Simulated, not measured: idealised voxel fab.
process module | voxel gate over fins
cross-section cut | 250 nm wide | cells 5 nm
A cross-section is a grid of square cells, given in bands from the top down. A band is one or more rows of cells.
Each band's line starts with the height of the band's top and of its bottom, in nm. Then come its materials from left to right, each with its width in nm. One material with "throughout" fills the band from edge to edge. "air" is empty space.
Height 0 is the level under which the wafer as received is all one material. The lowest band goes on downwards, as in "0 down".
A width such as "30 to 40" changes by the same amount from each row of cells to the next, from the band's top row to its bottom row.
"no change" after a step means that no cell of the cross-section changed.
closed voids: empty space of 8 cells or more with no open way to the top, each as width x height at its distance from the left edge, in nm
after a step's settings: what the simulator itself notes on the step
overlay nm, on a step with a mask: how far to the right of its planned place the mask lay; to the left if negative
plan
1 op RECEIVE | material Si
2 op CONFORMAL_DEP | material SiN | thk nm 10
3 op PATTERN | tone cover | mask id FINS | material resist | width nm 15 | pitch nm 60 | thk nm 20 | overlay nm 0
4 op DIRECTIONAL_ETCH | etch materials SiN | depth nm 10
5 op DIRECTIONAL_ETCH | etch materials Si | depth nm 40
6 op STRIP | etch materials resist
7 op OXIDIZE | depth nm 5
8 op FILL_DEP | material SiO2 | thk nm 5
9 op CMP | height nm 10
10 op MASKED_ETCH | tone open | mask id RAIL | width nm 15 | etch materials SiO2 | depth nm 45 | overlay nm 0
11 op CONFORMAL_DEP | material TiN | thk nm 5
12 op FILL_DEP | material Ru | thk nm 10
13 op CMP | height nm 10
14 op SELECTIVE_ETCH | etch materials W Ru TiN | depth nm 25
15 op FILL_DEP | material SiO2 | thk nm 5
16 op CMP | height nm 10
17 op SELECTIVE_ETCH | etch materials SiO2 | depth nm 20
18 op STRIP | etch materials SiN
19 op CONFORMAL_DEP | material HfO2 | thk nm 5
20 op CONFORMAL_DEP | material TiN | thk nm 5
21 op CONFORMAL_DEP | material TiAl | thk nm 5
22 op CONFORMAL_DEP | material TiN | thk nm 5
23 op FILL_DEP | material W | thk nm 10
24 op CMP | height nm 25
25 op CONFORMAL_DEP | material SiCN | thk nm 10
first wafer, as planned
as received, after step 1
  0 down: Si throughout
  closed voids: none
after step 2
  10 to 0: SiN throughout
  below 0: unchanged
after step 3
  30 to 10: air 25 | resist 15 | air 45 | resist 15 | air 45 | resist 15 | air 45 | resist 15 | air 30
  below 10: unchanged
after step 4
  30 to 10: air 25 | resist 15 | air 45 | resist 15 | air 45 | resist 15 | air 45 | resist 15 | air 30
  10 to 0: air 25 | SiN 15 | air 45 | SiN 15 | air 45 | SiN 15 | air 45 | SiN 15 | air 30
  below 0: unchanged
after step 5
  30 to 10: air 25 | resist 15 | air 45 | resist 15 | air 45 | resist 15 | air 45 | resist 15 | air 30
  10 to 0: air 25 | SiN 15 | air 45 | SiN 15 | air 45 | SiN 15 | air 45 | SiN 15 | air 30
  0 to -40: air 25 | Si 15 | air 45 | Si 15 | air 45 | Si 15 | air 45 | Si 15 | air 30
  below -40: unchanged
after step 6
  10 to 0: air 25 | SiN 15 | air 45 | SiN 15 | air 45 | SiN 15 | air 45 | SiN 15 | air 30
  below 0: unchanged
after step 7
  10 to 0: air 25 | SiN 15 | air 45 | SiN 15 | air 45 | SiN 15 | air 45 | SiN 15 | air 30
  0 to -40: air 25 | SiO2 5 | Si 5 | SiO2 5 | air 45 | SiO2 5 | Si 5 | SiO2 5 | air 45 | SiO2 5 | Si 5 | SiO2 5 | air 45 | SiO2 5 | Si 5 | SiO2 5 | air 30
  -40 to -45: SiO2 30 | Si 5 | SiO2 55 | Si 5 | SiO2 55 | Si 5 | SiO2 55 | Si 5 | SiO2 35
  below -45: unchanged
after step 8
  15 to 10: SiO2 throughout
  10 to 0: SiO2 25 | SiN 15 | SiO2 45 | SiN 15 | SiO2 45 | SiN 15 | SiO2 45 | SiN 15 | SiO2 30
  0 to -45: SiO2 30 | Si 5 | SiO2 55 | Si 5 | SiO2 55 | Si 5 | SiO2 55 | Si 5 | SiO2 35
  below -45: unchanged
after step 9
  10 to 0: SiO2 25 | SiN 15 | SiO2 45 | SiN 15 | SiO2 45 | SiN 15 | SiO2 45 | SiN 15 | SiO2 30
  below 0: unchanged
after step 10
  10 to 0: SiO2 25 | SiN 15 | SiO2 15 | air 15 | SiO2 15 | SiN 15 | SiO2 45 | SiN 15 | SiO2 45 | SiN 15 | SiO2 30
  0 to -35: SiO2 30 | Si 5 | SiO2 20 | air 15 | SiO2 20 | Si 5 | SiO2 55 | Si 5 | SiO2 55 | Si 5 | SiO2 35
  below -35: unchanged
after step 11
  15 to 10: TiN 60 | air 5 | TiN 185
  10 to 0: SiO2 25 | SiN 15 | SiO2 15 | TiN 5 | air 5 | TiN 5 | SiO2 15 | SiN 15 | SiO2 45 | SiN 15 | SiO2 45 | SiN 15 | SiO2 30
  0 to -30: SiO2 30 | Si 5 | SiO2 20 | TiN 5 | air 5 | TiN 5 | SiO2 20 | Si 5 | SiO2 55 | Si 5 | SiO2 55 | Si 5 | SiO2 35
  -30 to -35: SiO2 30 | Si 5 | SiO2 20 | TiN 15 | SiO2 20 | Si 5 | SiO2 55 | Si 5 | SiO2 55 | Si 5 | SiO2 35
  below -35: unchanged
after step 12
  25 to 15: Ru throughout
  15 to 10: TiN 60 | Ru 5 | TiN 185
  10 to 0: SiO2 25 | SiN 15 | SiO2 15 | TiN 5 | Ru 5 | TiN 5 | SiO2 15 | SiN 15 | SiO2 45 | SiN 15 | SiO2 45 | SiN 15 | SiO2 30
  0 to -30: SiO2 30 | Si 5 | SiO2 20 | TiN 5 | Ru 5 | TiN 5 | SiO2 20 | Si 5 | SiO2 55 | Si 5 | SiO2 55 | Si 5 | SiO2 35
  below -30: unchanged
after step 13
  10 to 0: SiO2 25 | SiN 15 | SiO2 15 | TiN 5 | Ru 5 | TiN 5 | SiO2 15 | SiN 15 | SiO2 45 | SiN 15 | SiO2 45 | SiN 15 | SiO2 30
  below 0: unchanged
after step 14
  10 to 0: SiO2 25 | SiN 15 | SiO2 15 | air 15 | SiO2 15 | SiN 15 | SiO2 45 | SiN 15 | SiO2 45 | SiN 15 | SiO2 30
  0 to -15: SiO2 30 | Si 5 | SiO2 20 | air 15 | SiO2 20 | Si 5 | SiO2 55 | Si 5 | SiO2 55 | Si 5 | SiO2 35
  below -15: unchanged
after step 15
  15 to 10: SiO2 throughout
  10 to 0: SiO2 25 | SiN 15 | SiO2 45 | SiN 15 | SiO2 45 | SiN 15 | SiO2 45 | SiN 15 | SiO2 30
  0 to -15: SiO2 30 | Si 5 | SiO2 55 | Si 5 | SiO2 55 | Si 5 | SiO2 55 | Si 5 | SiO2 35
  below -15: unchanged
after step 16
  10 to 0: SiO2 25 | SiN 15 | SiO2 45 | SiN 15 | SiO2 45 | SiN 15 | SiO2 45 | SiN 15 | SiO2 30
  below 0: unchanged
after step 17
  10 to 0: air 25 | SiN 15 | air 45 | SiN 15 | air 45 | SiN 15 | air 45 | SiN 15 | air 30
  0 to -10: air 30 | Si 5 | air 55 | Si 5 | air 55 | Si 5 | air 55 | Si 5 | air 35
  below -10: unchanged
after step 18
  0 to -10: air 30 | Si 5 | air 55 | Si 5 | air 55 | Si 5 | air 55 | Si 5 | air 35
  below -10: unchanged
after step 19
  5 to 0: air 25 | HfO2 15 | air 45 | HfO2 15 | air 45 | HfO2 15 | air 45 | HfO2 15 | air 30
  0 to -5: air 25 | HfO2 5 | Si 5 | HfO2 5 | air 45 | HfO2 5 | Si 5 | HfO2 5 | air 45 | HfO2 5 | Si 5 | HfO2 5 | air 45 | HfO2 5 | Si 5 | HfO2 5 | air 30
  -5 to -10: HfO2 30 | Si 5 | HfO2 55 | Si 5 | HfO2 55 | Si 5 | HfO2 55 | Si 5 | HfO2 35
  below -10: unchanged
after step 20
  10 to 5: air 20 | TiN 25 | air 35 | TiN 25 | air 35 | TiN 25 | air 35 | TiN 25 | air 25
  5 to 0: air 20 | TiN 5 | HfO2 15 | TiN 5 | air 35 | TiN 5 | HfO2 15 | TiN 5 | air 35 | TiN 5 | HfO2 15 | TiN 5 | air 35 | TiN 5 | HfO2 15 | TiN 5 | air 25
  0 to -5: TiN 25 | HfO2 5 | Si 5 | HfO2 5 | TiN 45 | HfO2 5 | Si 5 | HfO2 5 | TiN 45 | HfO2 5 | Si 5 | HfO2 5 | TiN 45 | HfO2 5 | Si 5 | HfO2 5 | TiN 30
  below -5: unchanged
after step 21
  15 to 10: air 15 | TiAl 35 | air 25 | TiAl 35 | air 25 | TiAl 35 | air 25 | TiAl 35 | air 20
  10 to 5: air 15 | TiAl 5 | TiN 25 | TiAl 5 | air 25 | TiAl 5 | TiN 25 | TiAl 5 | air 25 | TiAl 5 | TiN 25 | TiAl 5 | air 25 | TiAl 5 | TiN 25 | TiAl 5 | air 20
  5 to 0: TiAl 20 | TiN 5 | HfO2 15 | TiN 5 | TiAl 35 | TiN 5 | HfO2 15 | TiN 5 | TiAl 35 | TiN 5 | HfO2 15 | TiN 5 | TiAl 35 | TiN 5 | HfO2 15 | TiN 5 | TiAl 25
  below 0: unchanged
after step 22
  20 to 15: air 10 | TiN 45 | air 15 | TiN 45 | air 15 | TiN 45 | air 15 | TiN 45 | air 15
  15 to 10: air 10 | TiN 5 | TiAl 35 | TiN 5 | air 15 | TiN 5 | TiAl 35 | TiN 5 | air 15 | TiN 5 | TiAl 35 | TiN 5 | air 15 | TiN 5 | TiAl 35 | TiN 5 | air 15
  10 to 5: TiN 15 | TiAl 5 | TiN 25 | TiAl 5 | TiN 25 | TiAl 5 | TiN 25 | TiAl 5 | TiN 25 | TiAl 5 | TiN 25 | TiAl 5 | TiN 25 | TiAl 5 | TiN 25 | TiAl 5 | TiN 20
  below 5: unchanged
after step 23
  30 to 20: W throughout
  20 to 15: W 10 | TiN 45 | W 15 | TiN 45 | W 15 | TiN 45 | W 15 | TiN 45 | W 15
  15 to 10: W 10 | TiN 5 | TiAl 35 | TiN 5 | W 15 | TiN 5 | TiAl 35 | TiN 5 | W 15 | TiN 5 | TiAl 35 | TiN 5 | W 15 | TiN 5 | TiAl 35 | TiN 5 | W 15
  below 10: unchanged
after step 24
  25 to 20: W throughout
  below 20: unchanged
after step 25
  35 to 25: SiCN throughout
  below 25: unchanged
second wafer: like start, like plan, one mistake. Through step 9 it matches the first wafer
when step 10 should have ended
  10 to 0: SiO2 25 | SiN 15 | SiO2 15 | air 20 | SiO2 10 | SiN 15 | SiO2 45 | SiN 15 | SiO2 45 | SiN 15 | SiO2 30
  0 to -35: SiO2 30 | Si 5 | SiO2 20 | air 20 | SiO2 15 | Si 5 | SiO2 55 | Si 5 | SiO2 55 | Si 5 | SiO2 35
  below -35: unchanged
when step 11 should have ended
  15 to 10: TiN 60 | air 10 | TiN 180
  10 to 0: SiO2 25 | SiN 15 | SiO2 15 | TiN 5 | air 10 | TiN 5 | SiO2 10 | SiN 15 | SiO2 45 | SiN 15 | SiO2 45 | SiN 15 | SiO2 30
  0 to -30: SiO2 30 | Si 5 | SiO2 20 | TiN 5 | air 10 | TiN 5 | SiO2 15 | Si 5 | SiO2 55 | Si 5 | SiO2 55 | Si 5 | SiO2 35
  -30 to -35: SiO2 30 | Si 5 | SiO2 20 | TiN 20 | SiO2 15 | Si 5 | SiO2 55 | Si 5 | SiO2 55 | Si 5 | SiO2 35
  below -35: unchanged
when step 12 should have ended
  25 to 15: Ru throughout
  15 to 10: TiN 60 | Ru 10 | TiN 180
  10 to 0: SiO2 25 | SiN 15 | SiO2 15 | TiN 5 | Ru 10 | TiN 5 | SiO2 10 | SiN 15 | SiO2 45 | SiN 15 | SiO2 45 | SiN 15 | SiO2 30
  0 to -30: SiO2 30 | Si 5 | SiO2 20 | TiN 5 | Ru 10 | TiN 5 | SiO2 15 | Si 5 | SiO2 55 | Si 5 | SiO2 55 | Si 5 | SiO2 35
  below -30: unchanged
when step 13 should have ended
  10 to 0: SiO2 25 | SiN 15 | SiO2 15 | TiN 5 | Ru 10 | TiN 5 | SiO2 10 | SiN 15 | SiO2 45 | SiN 15 | SiO2 45 | SiN 15 | SiO2 30
  below 0: unchanged
when step 14 should have ended
  10 to 0: SiO2 25 | SiN 15 | SiO2 15 | air 20 | SiO2 10 | SiN 15 | SiO2 45 | SiN 15 | SiO2 45 | SiN 15 | SiO2 30
  0 to -15: SiO2 30 | Si 5 | SiO2 20 | air 20 | SiO2 15 | Si 5 | SiO2 55 | Si 5 | SiO2 55 | Si 5 | SiO2 35
  below -15: unchanged
when step 15 should have ended
  15 to 10: SiO2 throughout
  10 to 0: SiO2 25 | SiN 15 | SiO2 45 | SiN 15 | SiO2 45 | SiN 15 | SiO2 45 | SiN 15 | SiO2 30
  0 to -15: SiO2 30 | Si 5 | SiO2 55 | Si 5 | SiO2 55 | Si 5 | SiO2 55 | Si 5 | SiO2 35
  below -15: unchanged
when step 16 should have ended
  10 to 0: SiO2 25 | SiN 15 | SiO2 45 | SiN 15 | SiO2 45 | SiN 15 | SiO2 45 | SiN 15 | SiO2 30
  below 0: unchanged
when step 17 should have ended
  10 to 0: air 25 | SiN 15 | air 45 | SiN 15 | air 45 | SiN 15 | air 45 | SiN 15 | air 30
  0 to -10: air 30 | Si 5 | air 55 | Si 5 | air 55 | Si 5 | air 55 | Si 5 | air 35
  below -10: unchanged
when step 18 should have ended
  0 to -10: air 30 | Si 5 | air 55 | Si 5 | air 55 | Si 5 | air 55 | Si 5 | air 35
  below -10: unchanged
when step 19 should have ended
  5 to 0: air 25 | HfO2 15 | air 45 | HfO2 15 | air 45 | HfO2 15 | air 45 | HfO2 15 | air 30
  0 to -5: air 25 | HfO2 5 | Si 5 | HfO2 5 | air 45 | HfO2 5 | Si 5 | HfO2 5 | air 45 | HfO2 5 | Si 5 | HfO2 5 | air 45 | HfO2 5 | Si 5 | HfO2 5 | air 30
  -5 to -10: HfO2 30 | Si 5 | HfO2 55 | Si 5 | HfO2 55 | Si 5 | HfO2 55 | Si 5 | HfO2 35
  below -10: unchanged
when step 20 should have ended
  10 to 5: air 20 | TiN 25 | air 35 | TiN 25 | air 35 | TiN 25 | air 35 | TiN 25 | air 25
  5 to 0: air 20 | TiN 5 | HfO2 15 | TiN 5 | air 35 | TiN 5 | HfO2 15 | TiN 5 | air 35 | TiN 5 | HfO2 15 | TiN 5 | air 35 | TiN 5 | HfO2 15 | TiN 5 | air 25
  0 to -5: TiN 25 | HfO2 5 | Si 5 | HfO2 5 | TiN 45 | HfO2 5 | Si 5 | HfO2 5 | TiN 45 | HfO2 5 | Si 5 | HfO2 5 | TiN 45 | HfO2 5 | Si 5 | HfO2 5 | TiN 30
  below -5: unchanged
when step 21 should have ended
  15 to 10: air 15 | TiAl 35 | air 25 | TiAl 35 | air 25 | TiAl 35 | air 25 | TiAl 35 | air 20
  10 to 5: air 15 | TiAl 5 | TiN 25 | TiAl 5 | air 25 | TiAl 5 | TiN 25 | TiAl 5 | air 25 | TiAl 5 | TiN 25 | TiAl 5 | air 25 | TiAl 5 | TiN 25 | TiAl 5 | air 20
  5 to 0: TiAl 20 | TiN 5 | HfO2 15 | TiN 5 | TiAl 35 | TiN 5 | HfO2 15 | TiN 5 | TiAl 35 | TiN 5 | HfO2 15 | TiN 5 | TiAl 35 | TiN 5 | HfO2 15 | TiN 5 | TiAl 25
  below 0: unchanged
when step 22 should have ended
  20 to 15: air 10 | TiN 45 | air 15 | TiN 45 | air 15 | TiN 45 | air 15 | TiN 45 | air 15
  15 to 10: air 10 | TiN 5 | TiAl 35 | TiN 5 | air 15 | TiN 5 | TiAl 35 | TiN 5 | air 15 | TiN 5 | TiAl 35 | TiN 5 | air 15 | TiN 5 | TiAl 35 | TiN 5 | air 15
  10 to 5: TiN 15 | TiAl 5 | TiN 25 | TiAl 5 | TiN 25 | TiAl 5 | TiN 25 | TiAl 5 | TiN 25 | TiAl 5 | TiN 25 | TiAl 5 | TiN 25 | TiAl 5 | TiN 25 | TiAl 5 | TiN 20
  below 5: unchanged
when step 23 should have ended
  30 to 20: W throughout
  20 to 15: W 10 | TiN 45 | W 15 | TiN 45 | W 15 | TiN 45 | W 15 | TiN 45 | W 15
  15 to 10: W 10 | TiN 5 | TiAl 35 | TiN 5 | W 15 | TiN 5 | TiAl 35 | TiN 5 | W 15 | TiN 5 | TiAl 35 | TiN 5 | W 15 | TiN 5 | TiAl 35 | TiN 5 | W 15
  below 10: unchanged
when step 24 should have ended
  25 to 20: W throughout
  below 20: unchanged
when step 25 should have ended
  35 to 25: SiCN throughout
  below 25: unchanged
what went wrong: step 10 ran as: op MASKED_ETCH | tone open | mask id RAIL | width nm 20 | etch materials SiO2 | depth nm 45 | overlay nm 0
at the end the second wafer has, in cells: 3 more of Ru | 4 fewer of SiO2 | 1 more of TiN
